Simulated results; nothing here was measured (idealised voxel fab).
Process module heading - voxel transistor to metal
Displayed cross-section: cut, width of 150 nm, square cells sized 5 nm.
Think of the cross-section as a grid of square cells. We describe it in bands, top to bottom, and each band covers one or more rows of those cells.
Basically the band line says how high the top is and how high the bottom is, in nm, and then what's in it from left to right, every material with its width in nm. Empty space shows up as "empty", and if a single material carries "throughout" it runs the full band edge to edge.
A quick word on heights: they are counted from 0, and under that level the wafer as it came to us is one material throughout. The lowest band is different from the rest in having no bottom; it simply continues downward, written as in "0 and below".
Graded width ("30->40"): value in top row of band = first number; value in bottom row = second number; row-to-row change constant.
Any step labelled "stayed the same" changed none of the cells in the cross-section.
Under "Fully sealed cavities" you'll find the enclosed gaps, the ones with no way out to the top, that are 8 cells or bigger; each reads width x height at distance, with distance counted from the left edge, everything in nm.
Text after the settings on a step's line: the simulator's own remark on that step.
overlay nm: how far to the right of its planned place the mask lay on this masked step (negative: to the left).
Note on reading: below, each pair holds a cross-section from before one process step and one from after it; the one from after shows only down to the lowest band that changed. Beneath the pair, the step in between is stated along with its settings. The pairs can stem from different runs of this module on the same starting wafer. Where a pair's entry headed "Before processing" says so, and only there, that pair continues from the pair above it.
Before processing
    40 down to 30 = 50 of empty  35 of aC  65 of empty
    30 down to 20 = 50 of empty  35 of SiCN  65 of empty
    20 down to 0 = 50 of empty  35 of polySi  65 of empty
    0 down to -5 = SiO2 throughout
    -5 down to -20 = 15 of SiO2  115 of Si  20 of SiO2
    -20 and below = Si throughout
    Fully sealed cavities: none
Post-Process Section
    30 down to 20 = 50 of empty  35 of SiCN  65 of empty
    Anything lower than 20 is untouched.
    Fully sealed cavities: none
The process step separating the two cross-sections depicted above is as follows: STRIP (etch materials aC)
Before processing: this step begins from the cross-section that the pair just above shows after its step.
Post-Process Section
    35 down to 30 = 45 of empty  45 of SiN  60 of empty
    30 down to 20 = 45 of empty  5 of SiN  35 of SiCN  5 of SiN  60 of empty
    20 down to 5 = 45 of empty  5 of SiN  35 of polySi  5 of SiN  60 of empty
    5 down to 0 = 50 of SiN  35 of polySi  65 of SiN
    Anything lower than 0 is untouched.
    Fully sealed cavities: none
The process step separating the two cross-sections depicted above is as follows: CONFORMAL_DEP (material SiN; thk nm 5)
Before processing: this step begins from the cross-section that the pair just above shows after its step.
Post-Process Section
    30 down to 20 = 45 of empty  5 of SiN  35 of SiCN  5 of SiN  60 of empty
    20 down to 0 = 45 of empty  5 of SiN  35 of polySi  5 of SiN  60 of empty
    Anything lower than 0 is untouched.
    Fully sealed cavities: none
The process step separating the two cross-sections depicted above is as follows: DIRECTIONAL_ETCH (etch materials SiN; depth nm 5)
Before processing: this step begins from the cross-section that the pair just above shows after its step.
Post-Process Section
    30 down to 20 = 45 of empty  5 of SiN  35 of SiCN  5 of SiN  60 of empty
    20 down to 0 = 45 of empty  5 of SiN  35 of polySi  5 of SiN  60 of empty
    0 down to -5 = 45 of empty  45 of SiO2  60 of empty
    Anything lower than -5 is untouched.
    Fully sealed cavities: none
The process step separating the two cross-sections depicted above is as follows: DIRECTIONAL_ETCH (etch materials SiO2; depth nm 5)
Before processing: this step begins from the cross-section that the pair just above shows after its step.
Post-Process Section
    30 down to 20 = 45 of empty  5 of SiN  35 of SiCN  5 of SiN  60 of empty
    20 down to 0 = 45 of empty  5 of SiN  35 of polySi  5 of SiN  60 of empty
    0 down to -5 = 45 of empty  45 of SiO2  60 of empty
    -5 down to -10 = 15 of SiO2  30 of empty  45 of Si  40 of empty  20 of SiO2
    Anything lower than -10 is untouched.
    Fully sealed cavities: none
The process step separating the two cross-sections depicted above is as follows: DIRECTIONAL_ETCH (etch materials Si; depth nm 5)
Before processing: this step begins from the cross-section that the pair just above shows after its step.
Post-Process Section
    30 down to 20 = 45 of empty  5 of SiN  35 of SiCN  5 of SiN  60 of empty
    20 down to 5 = 45 of empty  5 of SiN  35 of polySi  5 of SiN  60 of empty
    5 down to 0 = 35 of empty  10 of SiGe  5 of SiN  35 of polySi  5 of SiN  10 of SiGe  50 of empty
    0 down to -5 = 10 of empty  35 of SiGe  45 of SiO2  45 of SiGe  15 of empty
    -5 down to -10 = 15 of SiO2  30 of SiGe  45 of Si  40 of SiGe  20 of SiO2
    Anything lower than -10 is untouched.
    Fully sealed cavities: none
The process step separating the two cross-sections depicted above is as follows: EPI (material SiGe; thk nm 10)
Before processing: this step begins from the cross-section that the pair just above shows after its step.
Post-Process Section
    40 down to 30 = SiO2 throughout
    30 down to 20 = 45 of SiO2  5 of SiN  35 of SiCN  5 of SiN  60 of SiO2
    20 down to 5 = 45 of SiO2  5 of SiN  35 of polySi  5 of SiN  60 of SiO2
    5 down to 0 = 35 of SiO2  10 of SiGe  5 of SiN  35 of polySi  5 of SiN  10 of SiGe  50 of SiO2
    0 down to -5 = 10 of SiO2  35 of SiGe  45 of SiO2  45 of SiGe  15 of SiO2
    Anything lower than -5 is untouched.
    Fully sealed cavities: none
The process step separating the two cross-sections depicted above is as follows: FILL_DEP (material SiO2; thk nm 10)
Before processing: this step begins from the cross-section that the pair just above shows after its step.
Post-Process Section
    20 down to 5 = 45 of SiO2  5 of SiN  35 of polySi  5 of SiN  60 of SiO2
    Anything lower than 5 is untouched.
    Fully sealed cavities: none
The process step separating the two cross-sections depicted above is as follows: CMP (height nm 20)
Before processing: this step begins from the cross-section that the pair just above shows after its step.
Post-Process Section
    20 down to 5 = 45 of SiO2  5 of SiN  35 of empty  5 of SiN  60 of SiO2
    5 down to 0 = 35 of SiO2  10 of SiGe  5 of SiN  35 of empty  5 of SiN  10 of SiGe  50 of SiO2
    Anything lower than 0 is untouched.
    Fully sealed cavities: none
The process step separating the two cross-sections depicted above is as follows: STRIP (etch materials polySi)
Before processing: this step begins from the cross-section that the pair just above shows after its step.
Post-Process Section
    20 down to 15 = 45 of empty  5 of SiN  35 of empty  5 of SiN  60 of empty
    15 down to 5 = 45 of SiO2  5 of SiN  35 of empty  5 of SiN  60 of SiO2
    5 down to 0 = 35 of SiO2  10 of SiGe  5 of SiN  35 of empty  5 of SiN  10 of SiGe  50 of SiO2
    0 down to -5 = 10 of SiO2  35 of SiGe  45 of empty  45 of SiGe  15 of SiO2
    Anything lower than -5 is untouched.
    Fully sealed cavities: none
The process step separating the two cross-sections depicted above is as follows: SELECTIVE_ETCH (etch materials SiO2; depth nm 5)
Before processing: this step begins from the cross-section that the pair just above shows after its step.
Post-Process Section
    25 down to 20 = 40 of empty  15 of HfO2  25 of empty  15 of HfO2  55 of empty
    20 down to 15 = 45 of HfO2  5 of SiN  5 of HfO2  25 of empty  5 of HfO2  5 of SiN  60 of HfO2
    15 down to 5 = 45 of SiO2  5 of SiN  5 of HfO2  25 of empty  5 of HfO2  5 of SiN  60 of SiO2
    5 down to 0 = 35 of SiO2  10 of SiGe  5 of SiN  5 of HfO2  25 of empty  5 of HfO2  5 of SiN  10 of SiGe  50 of SiO2
    0 down to -5 = 10 of SiO2  35 of SiGe  45 of HfO2  45 of SiGe  15 of SiO2
    Anything lower than -5 is untouched.
    Fully sealed cavities: none
The process step separating the two cross-sections depicted above is as follows: CONFORMAL_DEP (material HfO2; thk nm 5)
Before processing: this step begins from the cross-section that the pair just above shows after its step.
Post-Process Section
    30 down to 25 = 35 of empty  25 of TiN  15 of empty  25 of TiN  50 of empty
    25 down to 20 = 40 of TiN  15 of HfO2  5 of TiN  15 of empty  5 of TiN  15 of HfO2  55 of TiN
    20 down to 15 = 45 of HfO2  5 of SiN  5 of HfO2  5 of TiN  15 of empty  5 of TiN  5 of HfO2  5 of SiN  60 of HfO2
    15 down to 5 = 45 of SiO2  5 of SiN  5 of HfO2  5 of TiN  15 of empty  5 of TiN  5 of HfO2  5 of SiN  60 of SiO2
    5 down to 0 = 35 of SiO2  10 of SiGe  5 of SiN  5 of HfO2  25 of TiN  5 of HfO2  5 of SiN  10 of SiGe  50 of SiO2
    Anything lower than 0 is untouched.
    Fully sealed cavities: none
The process step separating the two cross-sections depicted above is as follows: CONFORMAL_DEP (material TiN; thk nm 5)
Before processing: this step begins from the cross-section that the pair just above shows after its step.
Post-Process Section
    35 down to 30 = W throughout
    30 down to 25 = 35 of W  25 of TiN  15 of W  25 of TiN  50 of W
    25 down to 20 = 40 of TiN  15 of HfO2  5 of TiN  15 of W  5 of TiN  15 of HfO2  55 of TiN
    20 down to 15 = 45 of HfO2  5 of SiN  5 of HfO2  5 of TiN  15 of W  5 of TiN  5 of HfO2  5 of SiN  60 of HfO2
    15 down to 5 = 45 of SiO2  5 of SiN  5 of HfO2  5 of TiN  15 of W  5 of TiN  5 of HfO2  5 of SiN  60 of SiO2
    Anything lower than 5 is untouched.
    Fully sealed cavities: none
The process step separating the two cross-sections depicted above is as follows: FILL_DEP (material W; thk nm 5)
Before processing: this step begins from the cross-section that the pair just above shows after its step.
Post-Process Section
    15 down to 5 = 45 of SiO2  5 of SiN  5 of HfO2  5 of TiN  15 of W  5 of TiN  5 of HfO2  5 of SiN  60 of SiO2
    Anything lower than 5 is untouched.
    Fully sealed cavities: none
The process step separating the two cross-sections depicted above is as follows: CMP (height nm 15)
Before processing: this step begins from the cross-section that the pair just above shows after its step.
Post-Process Section
    25 down to 15 = SiO2 throughout
    Anything lower than 15 is untouched.
    Fully sealed cavities: none
The process step separating the two cross-sections depicted above is as follows: DIRECTIONAL_DEP (material SiO2; thk nm 10)
Before processing: this step begins from the cross-section that the pair just above shows after its step.
Post-Process Section
    45 down to 25 = 20 of resist  15 of empty  75 of resist  15 of empty  25 of resist
    Anything lower than 25 is untouched.
    Fully sealed cavities: none
The process step separating the two cross-sections depicted above is as follows: PATTERN (tone open; mask id CONTACT; material resist; width nm 15; pitch nm 90; thk nm 20; overlay nm 0)
Before processing: this step begins from the cross-section that the pair just above shows after its step.
Post-Process Section
    45 down to 25 = 20 of resist  15 of empty  75 of resist  15 of empty  25 of resist
    25 down to 15 = 20 of SiO2  15 of empty  75 of SiO2  15 of empty  25 of SiO2
    15 down to 5 = 20 of SiO2  15 of empty  10 of SiO2  5 of SiN  5 of HfO2  5 of TiN  15 of W  5 of TiN  5 of HfO2  5 of SiN  20 of SiO2  15 of empty  25 of SiO2
    5 down to 0 = 20 of SiO2  15 of empty  10 of SiGe  5 of SiN  5 of HfO2  25 of TiN  5 of HfO2  5 of SiN  10 of SiGe  10 of SiO2  15 of empty  25 of SiO2
    Anything lower than 0 is untouched.
    Fully sealed cavities: none
The process step separating the two cross-sections depicted above is as follows: DIRECTIONAL_ETCH (etch materials SiO2; depth nm 25)
Before processing: this step begins from the cross-section that the pair just above shows after its step.
Post-Process Section
    25 down to 15 = 20 of SiO2  15 of empty  75 of SiO2  15 of empty  25 of SiO2
    Anything lower than 15 is untouched.
    Fully sealed cavities: none
The process step separating the two cross-sections depicted above is as follows: STRIP (etch materials resist)
Before processing: this step begins from the cross-section that the pair just above shows after its step.
Post-Process Section
    30 down to 25 = 25 of TiN  5 of empty  85 of TiN  5 of empty  30 of TiN
    25 down to 15 = 20 of SiO2  5 of TiN  5 of empty  5 of TiN  75 of SiO2  5 of TiN  5 of empty  5 of TiN  25 of SiO2
    15 down to 5 = 20 of SiO2  5 of TiN  5 of empty  5 of TiN  10 of SiO2  5 of SiN  5 of HfO2  5 of TiN  15 of W  5 of TiN  5 of HfO2  5 of SiN  20 of SiO2  5 of TiN  5 of empty  5 of TiN  25 of SiO2
    5 down to 0 = 20 of SiO2  15 of TiN  10 of SiGe  5 of SiN  5 of HfO2  25 of TiN  5 of HfO2  5 of SiN  10 of SiGe  10 of SiO2  15 of TiN  25 of SiO2
    Anything lower than 0 is untouched.
    Fully sealed cavities: none
The process step separating the two cross-sections depicted above is as follows: CONFORMAL_DEP (material TiN; thk nm 5)
Before processing: this step begins from the cross-section that the pair just above shows after its step.
Post-Process Section
    35 down to 30 = W throughout
    30 down to 25 = 25 of TiN  5 of W  85 of TiN  5 of W  30 of TiN
    25 down to 15 = 20 of SiO2  5 of TiN  5 of W  5 of TiN  75 of SiO2  5 of TiN  5 of W  5 of TiN  25 of SiO2
    15 down to 5 = 20 of SiO2  5 of TiN  5 of W  5 of TiN  10 of SiO2  5 of SiN  5 of HfO2  5 of TiN  15 of W  5 of TiN  5 of HfO2  5 of SiN  20 of SiO2  5 of TiN  5 of W  5 of TiN  25 of SiO2
    Anything lower than 5 is untouched.
    Fully sealed cavities: none
The process step separating the two cross-sections depicted above is as follows: FILL_DEP (material W; thk nm 5)
Before processing: this step begins from the cross-section that the pair just above shows after its step.
Post-Process Section
    25 down to 15 = 20 of SiO2  5 of TiN  5 of W  5 of TiN  75 of SiO2  5 of TiN  5 of W  5 of TiN  25 of SiO2
    Anything lower than 15 is untouched.
    Fully sealed cavities: none
The process step separating the two cross-sections depicted above is as follows: CMP (height nm 25)
Before processing: this step begins from the cross-section that the pair just above shows after its step.
Post-Process Section
    30 down to 25 = SiCN throughout
    Anything lower than 25 is untouched.
    Fully sealed cavities: none
The process step separating the two cross-sections depicted above is as follows: CONFORMAL_DEP (material SiCN; thk nm 5)
Before processing: this step begins from the cross-section that the pair just above shows after its step.
Post-Process Section
    50 down to 30 = lowk throughout
    Anything lower than 30 is untouched.
    Fully sealed cavities: none
The process step separating the two cross-sections depicted above is as follows: DIRECTIONAL_DEP (material lowk; thk nm 20)
Before processing: this step begins from the cross-section that the pair just above shows after its step.
Post-Process Section
    65 down to 50 = 20 of resist  15 of empty  75 of resist  15 of empty  25 of resist
    Anything lower than 50 is untouched.
    Fully sealed cavities: none
The process step separating the two cross-sections depicted above is as follows: PATTERN (tone open; mask id METAL_1; material resist; width nm 15; pitch nm 90; thk nm 15; overlay nm 0)
Before processing: this step begins from the cross-section that the pair just above shows after its step.
Post-Process Section
    65 down to 50 = 20 of resist  15 of empty  75 of resist  15 of empty  25 of resist
    50 down to 30 = 20 of lowk  15 of empty  75 of lowk  15 of empty  25 of lowk
    Anything lower than 30 is untouched.
    Fully sealed cavities: none
The process step separating the two cross-sections depicted above is as follows: DIRECTIONAL_ETCH (etch materials lowk; depth nm 20)
Before processing: this step begins from the cross-section that the pair just above shows after its step.
Post-Process Section
    65 down to 50 = 20 of resist  15 of empty  75 of resist  15 of empty  25 of resist
    50 down to 30 = 20 of lowk  15 of empty  75 of lowk  15 of empty  25 of lowk
    30 down to 25 = 20 of SiCN  15 of empty  75 of SiCN  15 of empty  25 of SiCN
    Anything lower than 25 is untouched.
    Fully sealed cavities: none
The process step separating the two cross-sections depicted above is as follows: DIRECTIONAL_ETCH (etch materials SiCN; depth nm 5)
Before processing: this step begins from the cross-section that the pair just above shows after its step.
Post-Process Section
    50 down to 30 = 20 of lowk  15 of empty  75 of lowk  15 of empty  25 of lowk
    Anything lower than 30 is untouched.
    Fully sealed cavities: none
The process step separating the two cross-sections depicted above is as follows: STRIP (etch materials resist)
Before processing: this step begins from the cross-section that the pair just above shows after its step.
Post-Process Section
    55 down to 50 = 25 of TiN  5 of empty  85 of TiN  5 of empty  30 of TiN
    50 down to 30 = 20 of lowk  5 of TiN  5 of empty  5 of TiN  75 of lowk  5 of TiN  5 of empty  5 of TiN  25 of lowk
    30 down to 25 = 20 of SiCN  15 of TiN  75 of SiCN  15 of TiN  25 of SiCN
    Anything lower than 25 is untouched.
    Fully sealed cavities: none
The process step separating the two cross-sections depicted above is as follows: CONFORMAL_DEP (material TiN; thk nm 5)
Before processing: this step begins from the cross-section that the pair just above shows after its step.
Post-Process Section
    60 down to 55 = Ru throughout
    55 down to 50 = 25 of TiN  5 of Ru  85 of TiN  5 of Ru  30 of TiN
    50 down to 30 = 20 of lowk  5 of TiN  5 of Ru  5 of TiN  75 of lowk  5 of TiN  5 of Ru  5 of TiN  25 of lowk
    Anything lower than 30 is untouched.
    Fully sealed cavities: none
The process step separating the two cross-sections depicted above is as follows: FILL_DEP (material Ru; thk nm 5)
Before processing: this step begins from the cross-section that the pair just above shows after its step.
Post-Process Section
    50 down to 30 = 20 of lowk  5 of TiN  5 of Ru  5 of TiN  75 of lowk  5 of TiN  5 of Ru  5 of TiN  25 of lowk
    Anything lower than 30 is untouched.
    Fully sealed cavities: none
The process step separating the two cross-sections depicted above is as follows: CMP (height nm 50)
Before processing: this step begins from the cross-section that the pair just above shows after its step.
Post-Process Section
    55 down to 50 = 15 of empty  25 of Ru  65 of empty  25 of Ru  20 of empty
    Anything lower than 50 is untouched.
    Fully sealed cavities: none
The process step separating the two cross-sections depicted above is as follows: EPI (material Ru; thk nm 5)
Before processing: this step begins from the cross-section that the pair just above shows after its step.
Post-Process Section
    60 down to 55 = SiCN throughout
    55 down to 50 = 15 of SiCN  25 of Ru  65 of SiCN  25 of Ru  20 of SiCN
    Anything lower than 50 is untouched.
    Fully sealed cavities: none
The process step separating the two cross-sections depicted above is as follows: FILL_DEP (material SiCN; thk nm 5)
Before processing
    0 and below = Si throughout
    Fully sealed cavities: none
Post-Process Section
    5 down to 0 = polySi throughout
    Anything lower than 0 is untouched.
    Fully sealed cavities: none
The process step separating the two cross-sections depicted above is as follows: CONFORMAL_DEP (material polySi; thk nm 5)
Before processing: this step begins from the cross-section that the pair just above shows after its step.
Post-Process Section
    15 down to 5 = SiN throughout
    Anything lower than 5 is untouched.
    Fully sealed cavities: none
The process step separating the two cross-sections depicted above is as follows: CONFORMAL_DEP (material SiN; thk nm 10)
Before processing: this step begins from the cross-section that the pair just above shows after its step.
Post-Process Section
    30 down to 15 = 15 of empty  115 of resist  20 of empty
    Anything lower than 15 is untouched.
    Fully sealed cavities: none
The process step separating the two cross-sections depicted above is as follows: PATTERN (tone cover; mask id ACTIVE; material resist; width nm 115; thk nm 15; overlay nm 0)
Before processing: this step begins from the cross-section that the pair just above shows after its step.
Post-Process Section
    30 down to 15 = 15 of empty  115 of resist  20 of empty
    15 down to 5 = 15 of empty  115 of SiN  20 of empty
    Anything lower than 5 is untouched.
    Fully sealed cavities: none
The process step separating the two cross-sections depicted above is as follows: DIRECTIONAL_ETCH (etch materials SiN; depth nm 10)
Before processing: this step begins from the cross-section that the pair just above shows after its step.
Post-Process Section
    30 down to 15 = 15 of empty  115 of resist  20 of empty
    15 down to 5 = 15 of empty  115 of SiN  20 of empty
    5 down to 0 = 15 of empty  115 of polySi  20 of empty
    0 down to -15 = 15 of empty  115 of Si  20 of empty
    Anything lower than -15 is untouched.
    Fully sealed cavities: none
The process step separating the two cross-sections depicted above is as follows: DIRECTIONAL_ETCH (etch materials Si; depth nm 20)
Before processing: this step begins from the cross-section that the pair just above shows after its step.
Post-Process Section
    15 down to 5 = 15 of empty  115 of SiN  20 of empty
    Anything lower than 5 is untouched.
    Fully sealed cavities: none
The process step separating the two cross-sections depicted above is as follows: STRIP (etch materials resist)
Before processing: this step begins from the cross-section that the pair just above shows after its step.
Post-Process Section
    30 down to 15 = SiO2 throughout
    15 down to 5 = 15 of SiO2  115 of SiN  20 of SiO2
    5 down to 0 = 15 of SiO2  115 of polySi  20 of SiO2
    0 down to -15 = 15 of SiO2  115 of Si  20 of SiO2
    Anything lower than -15 is untouched.
    Fully sealed cavities: none
The process step separating the two cross-sections depicted above is as follows: FILL_DEP (material SiO2; thk nm 15)
Before processing: this step begins from the cross-section that the pair just above shows after its step.
Post-Process Section
    15 down to 5 = 15 of SiO2  115 of SiN  20 of SiO2
    Anything lower than 5 is untouched.
    Fully sealed cavities: none
The process step separating the two cross-sections depicted above is as follows: CMP (height nm 15)
Before processing: this step begins from the cross-section that the pair just above shows after its step.
Post-Process Section
    15 down to 5 = 15 of empty  115 of SiN  20 of empty
    Anything lower than 5 is untouched.
    Fully sealed cavities: none
The process step separating the two cross-sections depicted above is as follows: SELECTIVE_ETCH (etch materials SiO2; depth nm 10)
Before processing: this step begins from the cross-section that the pair just above shows after its step.
Post-Process Section
    5 down to 0 = 15 of SiO2  115 of polySi  20 of SiO2
    Anything lower than 0 is untouched.
    Fully sealed cavities: none
The process step separating the two cross-sections depicted above is as follows: STRIP (etch materials SiN)
Before processing: this step begins from the cross-section that the pair just above shows after its step.
Post-Process Section
    5 down to 0 = 15 of empty  115 of polySi  20 of empty
    Anything lower than 0 is untouched.
    Fully sealed cavities: none
The process step separating the two cross-sections depicted above is as follows: SELECTIVE_ETCH (etch materials SiO2; depth nm 5)
Before processing: this step begins from the cross-section that the pair just above shows after its step.
Post-Process Section
    5 down to 0 = 15 of empty  115 of SiO2  20 of empty
    0 down to -5 = 20 of SiO2  105 of Si  25 of SiO2
    Anything lower than -5 is untouched.
    Fully sealed cavities: none
The process step separating the two cross-sections depicted above is as follows: OXIDIZE (depth nm 5)
Before processing: this step begins from the cross-section that the pair just above shows after its step.
Post-Process Section
    25 down to 20 = 15 of empty  115 of polySi  20 of empty
    20 down to 5 = polySi throughout
    5 down to 0 = 15 of polySi  115 of SiO2  20 of polySi
    Anything lower than 0 is untouched.
    Fully sealed cavities: none
The process step separating the two cross-sections depicted above is as follows: DIRECTIONAL_DEP (material polySi; thk nm 20)
Before processing: this step begins from the cross-section that the pair just above shows after its step.
Post-Process Section
    35 down to 30 = 15 of empty  115 of SiCN  20 of empty
    30 down to 25 = SiCN throughout
    25 down to 20 = 15 of SiCN  115 of polySi  20 of SiCN
    Anything lower than 20 is untouched.
    Fully sealed cavities: none
The process step separating the two cross-sections depicted above is as follows: DIRECTIONAL_DEP (material SiCN; thk nm 10)
Before processing: this step begins from the cross-section that the pair just above shows after its step.
Post-Process Section
    45 down to 40 = 15 of empty  115 of aC  20 of empty
    40 down to 35 = aC throughout
    35 down to 30 = 15 of aC  115 of SiCN  20 of aC
    Anything lower than 30 is untouched.
    Fully sealed cavities: none
The process step separating the two cross-sections depicted above is as follows: DIRECTIONAL_DEP (material aC; thk nm 10)
Before processing: this step begins from the cross-section that the pair just above shows after its step.
Post-Process Section
    75 down to 45 = 55 of empty  35 of resist  60 of empty
    Anything lower than 45 is untouched.
    Fully sealed cavities: none
The process step separating the two cross-sections depicted above is as follows: PATTERN (tone cover; mask id GATE; material resist; width nm 35; thk nm 30; overlay nm 0)
Before processing: this step begins from the cross-section that the pair just above shows after its step.
Post-Process Section
    65 down to 45 = 55 of empty  35 of resist  60 of empty
    45 down to 35 = 55 of empty  35 of aC  60 of empty
    35 down to 30 = 15 of empty  115 of SiCN  20 of empty
    Anything lower than 30 is untouched.
    Fully sealed cavities: none
The process step separating the two cross-sections depicted above is as follows: DIRECTIONAL_ETCH (etch materials aC; depth nm 10)
Before processing: this step begins from the cross-section that the pair just above shows after its step.
Post-Process Section
    45 down to 35 = 55 of empty  35 of aC  60 of empty
    Anything lower than 35 is untouched.
    Fully sealed cavities: none
The process step separating the two cross-sections depicted above is as follows: STRIP (etch materials resist)
Before processing: this step begins from the cross-section that the pair just above shows after its step.
Post-Process Section
    45 down to 35 = 55 of empty  35 of aC  60 of empty
    35 down to 25 = 55 of empty  35 of SiCN  60 of empty
    25 down to 20 = 15 of empty  115 of polySi  20 of empty
    Anything lower than 20 is untouched.
    Fully sealed cavities: none
The process step separating the two cross-sections depicted above is as follows: DIRECTIONAL_ETCH (etch materials SiCN; depth nm 20)
Before processing: this step begins from the cross-section that the pair just above shows after its step.
Post-Process Section
    45 down to 35 = 55 of empty  35 of aC  60 of empty
    35 down to 25 = 55 of empty  35 of SiCN  60 of empty
    25 down to 5 = 55 of empty  35 of polySi  60 of empty
    5 down to 0 = 15 of empty  115 of SiO2  20 of empty
    Anything lower than 0 is untouched.
    Fully sealed cavities: none
The process step separating the two cross-sections depicted above is as follows: DIRECTIONAL_ETCH (etch materials polySi; depth nm 30)
Before processing: this step begins from the cross-section that the pair just above shows after its step.
Post-Process Section
    35 down to 25 = 55 of empty  35 of SiCN  60 of empty
    Anything lower than 25 is untouched.
    Fully sealed cavities: none
The process step separating the two cross-sections depicted above is as follows: STRIP (etch materials aC)
Before processing: this step begins from the cross-section that the pair just above shows after its step.
Post-Process Section
    40 down to 35 = 50 of empty  45 of SiN  55 of empty
    35 down to 25 = 50 of empty  5 of SiN  35 of SiCN  5 of SiN  55 of empty
    25 down to 10 = 50 of empty  5 of SiN  35 of polySi  5 of SiN  55 of empty
    10 down to 5 = 10 of empty  45 of SiN  35 of polySi  45 of SiN  15 of empty
    5 down to 0 = 15 of SiN  115 of SiO2  20 of SiN
    Anything lower than 0 is untouched.
    Fully sealed cavities: none
The process step separating the two cross-sections depicted above is as follows: CONFORMAL_DEP (material SiN; thk nm 5)
Before processing: this step begins from the cross-section that the pair just above shows after its step.
Post-Process Section
    35 down to 25 = 50 of empty  5 of SiN  35 of SiCN  5 of SiN  55 of empty
    25 down to 5 = 50 of empty  5 of SiN  35 of polySi  5 of SiN  55 of empty
    5 down to 0 = 10 of empty  5 of SiN  115 of SiO2  5 of SiN  15 of empty
    Anything lower than 0 is untouched.
    Fully sealed cavities: none
The process step separating the two cross-sections depicted above is as follows: DIRECTIONAL_ETCH (etch materials SiN; depth nm 5)
Before processing: this step begins from the cross-section that the pair just above shows after its step.
Post-Process Section
    35 down to 25 = 50 of empty  5 of SiN  35 of SiCN  5 of SiN  55 of empty
    25 down to 5 = 50 of empty  5 of SiN  35 of polySi  5 of SiN  55 of empty
    5 down to 0 = 10 of empty  5 of SiN  35 of empty  45 of SiO2  35 of empty  5 of SiN  15 of empty
    0 down to -5 = 10 of empty  10 of SiO2  105 of Si  10 of SiO2  15 of empty
    Anything lower than -5 is untouched.
    Fully sealed cavities: none
The process step separating the two cross-sections depicted above is as follows: DIRECTIONAL_ETCH (etch materials SiO2; depth nm 5)
Before processing: this step begins from the cross-section that the pair just above shows after its step.
Post-Process Section
    35 down to 25 = 50 of empty  5 of SiN  35 of SiCN  5 of SiN  55 of empty
    25 down to 5 = 50 of empty  5 of SiN  35 of polySi  5 of SiN  55 of empty
    5 down to 0 = 10 of empty  5 of SiN  35 of empty  45 of SiO2  35 of empty  5 of SiN  15 of empty
    0 down to -5 = 10 of empty  10 of SiO2  30 of empty  45 of Si  30 of empty  10 of SiO2  15 of empty
    Anything lower than -5 is untouched.
    Fully sealed cavities: none
The process step separating the two cross-sections depicted above is as follows: DIRECTIONAL_ETCH (etch materials Si; depth nm 5)
Before processing: this step begins from the cross-section that the pair just above shows after its step.
Post-Process Section
    35 down to 25 = 50 of empty  5 of SiN  35 of SiCN  5 of SiN  55 of empty
    25 down to 10 = 50 of empty  5 of SiN  35 of polySi  5 of SiN  55 of empty
    10 down to 5 = 40 of empty  10 of SiGe  5 of SiN  35 of polySi  5 of SiN  10 of SiGe  45 of empty
    5 down to 0 = 10 of empty  5 of SiN  35 of SiGe  45 of SiO2  35 of SiGe  5 of SiN  15 of empty
    0 down to -5 = 10 of empty  10 of SiO2  30 of SiGe  45 of Si  30 of SiGe  10 of SiO2  15 of empty
    Anything lower than -5 is untouched.
    Fully sealed cavities: none
The process step separating the two cross-sections depicted above is as follows: EPI (material SiGe; thk nm 10)
Before processing: this step begins from the cross-section that the pair just above shows after its step.
Post-Process Section
    45 down to 35 = SiO2 throughout
    35 down to 25 = 50 of SiO2  5 of SiN  35 of SiCN  5 of SiN  55 of SiO2
    25 down to 10 = 50 of SiO2  5 of SiN  35 of polySi  5 of SiN  55 of SiO2
    10 down to 5 = 40 of SiO2  10 of SiGe  5 of SiN  35 of polySi  5 of SiN  10 of SiGe  45 of SiO2
    5 down to 0 = 10 of SiO2  5 of SiN  35 of SiGe  45 of SiO2  35 of SiGe  5 of SiN  15 of SiO2
    0 down to -5 = 20 of SiO2  30 of SiGe  45 of Si  30 of SiGe  25 of SiO2
    Anything lower than -5 is untouched.
    Fully sealed cavities: none
The process step separating the two cross-sections depicted above is as follows: FILL_DEP (material SiO2; thk nm 10)
Before processing: this step begins from the cross-section that the pair just above shows after its step.
Post-Process Section
    20 down to 10 = 50 of SiO2  5 of SiN  35 of polySi  5 of SiN  55 of SiO2
    Anything lower than 10 is untouched.
    Fully sealed cavities: none
The process step separating the two cross-sections depicted above is as follows: CMP (height nm 20)
Before processing: this step begins from the cross-section that the pair just above shows after its step.
Post-Process Section
    20 down to 10 = 50 of SiO2  5 of SiN  35 of empty  5 of SiN  55 of SiO2
    10 down to 5 = 40 of SiO2  10 of SiGe  5 of SiN  35 of empty  5 of SiN  10 of SiGe  45 of SiO2
    Anything lower than 5 is untouched.
    Fully sealed cavities: none
The process step separating the two cross-sections depicted above is as follows: STRIP (etch materials polySi)
Before processing: this step begins from the cross-section that the pair just above shows after its step.
Post-Process Section
    20 down to 15 = 50 of empty  5 of SiN  35 of empty  5 of SiN  55 of empty
    15 down to 10 = 50 of SiO2  5 of SiN  35 of empty  5 of SiN  55 of SiO2
    10 down to 5 = 40 of SiO2  10 of SiGe  5 of SiN  35 of empty  5 of SiN  10 of SiGe  45 of SiO2
    5 down to 0 = 10 of SiO2  5 of SiN  35 of SiGe  45 of empty  35 of SiGe  5 of SiN  15 of SiO2
    Anything lower than 0 is untouched.
    Fully sealed cavities: none
The process step separating the two cross-sections depicted above is as follows: SELECTIVE_ETCH (etch materials SiO2; depth nm 5)
Before processing: this step begins from the cross-section that the pair just above shows after its step.
Post-Process Section
    25 down to 20 = 45 of empty  15 of HfO2  25 of empty  15 of HfO2  50 of empty
    20 down to 15 = 50 of HfO2  5 of SiN  5 of HfO2  25 of empty  5 of HfO2  5 of SiN  55 of HfO2
    15 down to 10 = 50 of SiO2  5 of SiN  5 of HfO2  25 of empty  5 of HfO2  5 of SiN  55 of SiO2
    10 down to 5 = 40 of SiO2  10 of SiGe  5 of SiN  5 of HfO2  25 of empty  5 of HfO2  5 of SiN  10 of SiGe  45 of SiO2
    5 down to 0 = 10 of SiO2  5 of SiN  35 of SiGe  45 of HfO2  35 of SiGe  5 of SiN  15 of SiO2
    Anything lower than 0 is untouched.
    Fully sealed cavities: none
The process step separating the two cross-sections depicted above is as follows: CONFORMAL_DEP (material HfO2; thk nm 5)
